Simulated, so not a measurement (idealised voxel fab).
This section sets out a process module, namely voxel fin reveal.
Section cut is 270 nm wide and gridded with 5 nm square cells.
For the purposes of this document, a cross-section shall be understood as a grid of square cells, specified as bands listed in top-to-bottom order, each band consisting of one or more rows of cells. Band: top height; bottom height; in nm. Then, left to right: material with width in nm, for each material. "all across": a single material spanning edge to edge. "air": empty space. Height reference: 0 = level under which incoming wafer is all one material. Lowest band: no bottom, runs on downward, e.g. "0..down". Width: "30 to 40" (first number = top row, second number = bottom row, same change from row to row of cells). A step reported as "no change occurred" is a step in which no cell of the cross-section changed. Entry "Trapped voids" = empty spaces >= 8 cells with no open way to the top; each as width x height at distance, distance from left edge, all nm. On each step's line, the part that comes after the settings is the simulator's own comment on the step. overlay nm: mask right of planned place by this much (step with mask). Neg. = left.
# The steps planned for the process are as follows
- 1: RECEIVE, material Si
- 2: CONFORMAL_DEP, material SiN, thk nm 5
- 3: PATTERN, tone cover, mask id FINS, material resist, width nm 15, pitch nm 40, thk nm 15, overlay nm 0
- 4: DIRECTIONAL_ETCH, etch materials SiN, depth nm 5
- 5: DIRECTIONAL_ETCH, etch materials Si, depth nm 40
- 6: STRIP, etch materials resist
- 7: OXIDIZE, depth nm 5
- 8: FILL_DEP, material SiO2, thk nm 10
- 9: CMP, height nm 5
- 10: SELECTIVE_ETCH, etch materials SiO2, depth nm 30
- 11: STRIP, etch materials SiN
# Cross-section of the incoming wafer, state after step 1
> 0..down: Si all across
> Trapped voids: none
# Run as planned - first of the two wafers cross-sectioned at the end of the module
> 0..-25: air 70 nm, Si 5 nm, air 35 nm, Si 5 nm, air 35 nm, Si 5 nm, air 35 nm, Si 5 nm, air 75 nm
> -25..-45: SiO2 70 nm, Si 5 nm, SiO2 35 nm, Si 5 nm, SiO2 35 nm, Si 5 nm, SiO2 35 nm, Si 5 nm, SiO2 75 nm
> -45..down: Si all across
> Trapped voids: none
# Second wafer through the module, sectioned at the end: same beginning and same plan as the first wafer, with one mistake in carrying it out
> 5..0: air 65 nm, SiN 15 nm, air 25 nm, SiN 15 nm, air 25 nm, SiN 15 nm, air 25 nm, SiN 15 nm, air 70 nm
> 0..-25: air 70 nm, Si 5 nm, air 35 nm, Si 5 nm, air 35 nm, Si 5 nm, air 35 nm, Si 5 nm, air 75 nm
> -25..-45: SiO2 70 nm, Si 5 nm, SiO2 35 nm, Si 5 nm, SiO2 35 nm, Si 5 nm, SiO2 35 nm, Si 5 nm, SiO2 75 nm
> -45..down: Si all across
> Trapped voids: none
What broke from the plan during processing? plan step 11: skipped, not run
Heads up, by the end the second wafer has more or fewer cells of some materials compared to the first: SiN +12
